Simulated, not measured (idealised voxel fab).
The process module presented herein is designated voxel tone inversion.
We display cut, a cross-section 275 nm in width whose square cells are each 5 nm.
Throughout this document, each cross-section is represented as a grid of square cells and is presented as a sequence of bands enumerated from the top downward, where a band comprises one or more rows of cells. It is stipulated that each band's entry specify, in nanometres, the height of the top of the band and then that of its bottom, followed by the materials of the band in left-to-right sequence, each together with its width in nanometres. A single material marked by the word "everywhere" is understood to fill the band from edge to edge; the word "blank" is understood to denote empty space. Zero point of the height axis is 0; under it, received wafer = one material. Lowest band: continues down indefinitely, "z 0 and below". So if you see something like "30->40" for the width, read it as the top row of the band sitting at the first number and the bottom row at the second, with every row in between moving by the same amount as the last. "everything unchanged" means the step left every cell of the cross-section as it was. Look at "Sealed void inventory" for the closed voids: empty spaces with no open path to the top, sized 8 cells or up. Each is width x height at distance, distance from the left edge, all nm. On each step's line, the part that comes after the settings is the simulator's own comment on the step. overlay nm: mask right of planned place by this much (step with mask). Neg. = left.

## Listed below are the process steps as planned
1 op RECEIVE | material Si
2 op CONFORMAL_DEP | material SiN | thk nm 5
3 op DIRECTIONAL_DEP | material polySi | thk nm 20
4 op PATTERN | tone cover | mask id POSTS | material resist | width nm 15 | pitch nm 40 | thk nm 25 | overlay nm 0
5 op DIRECTIONAL_ETCH | etch materials polySi | depth nm 20
6 op STRIP | etch materials resist
7 op FILL_DEP | material lowk | thk nm 5
8 op CMP | height nm 25
9 op STRIP | etch materials polySi
10 op CONFORMAL_DEP | material TiN | thk nm 5
11 op FILL_DEP | material Ru | thk nm 10
12 op CMP | height nm 25
13 op CONFORMAL_DEP | material SiCN | thk nm 5
Same starting wafers, different thk nm at step 2. Plan value belongs to the first wafer.

## Received wafers, first of several: cross-section after step 1
* z 0 and below = Si everywhere
* Sealed void inventory: none

## First of several wafers, sectioned at end of module (last step: step 13)
* z 30 to 25 = SiCN everywhere
* z 25 to 10 = 70 of lowk; 5 of TiN; 5 of Ru; 5 of TiN; 25 of lowk; 5 of TiN; 5 of Ru; 5 of TiN; 25 of lowk; 5 of TiN; 5 of Ru; 5 of TiN; 25 of lowk; 5 of TiN; 5 of Ru; 5 of TiN; 70 of lowk
* z 10 to 5 = 70 of lowk; 15 of TiN; 25 of lowk; 15 of TiN; 25 of lowk; 15 of TiN; 25 of lowk; 15 of TiN; 70 of lowk
* z 5 to 0 = SiN everywhere
* z 0 and below = Si everywhere
* Sealed void inventory: none

## Cross-section of the final wafer among several, taken at the end of the module
* z 30 to 25 = SiCN everywhere
* z 25 to 20 = 70 of lowk; 15 of TiN; 25 of lowk; 15 of TiN; 25 of lowk; 15 of TiN; 25 of lowk; 15 of TiN; 70 of lowk
* z 20 to 0 = SiN everywhere
* z 0 and below = Si everywhere
* Sealed void inventory: none

## Per wafer (row), end of module: delta in cells per material since receipt, (+) for gained, (-) for lost; closed voids after that
thk nm 5; +12 Ru; +55 SiCN; +55 SiN; +36 TiN; +172 lowk; Sealed void inventory: none
thk nm 10; +8 Ru; +55 SiCN; +110 SiN; +28 TiN; +129 lowk; Sealed void inventory: none
thk nm 15; +4 Ru; +55 SiCN; +165 SiN; +20 TiN; +86 lowk; Sealed void inventory: none
thk nm 20; +55 SiCN; +220 SiN; +12 TiN; +43 lowk; Sealed void inventory: none
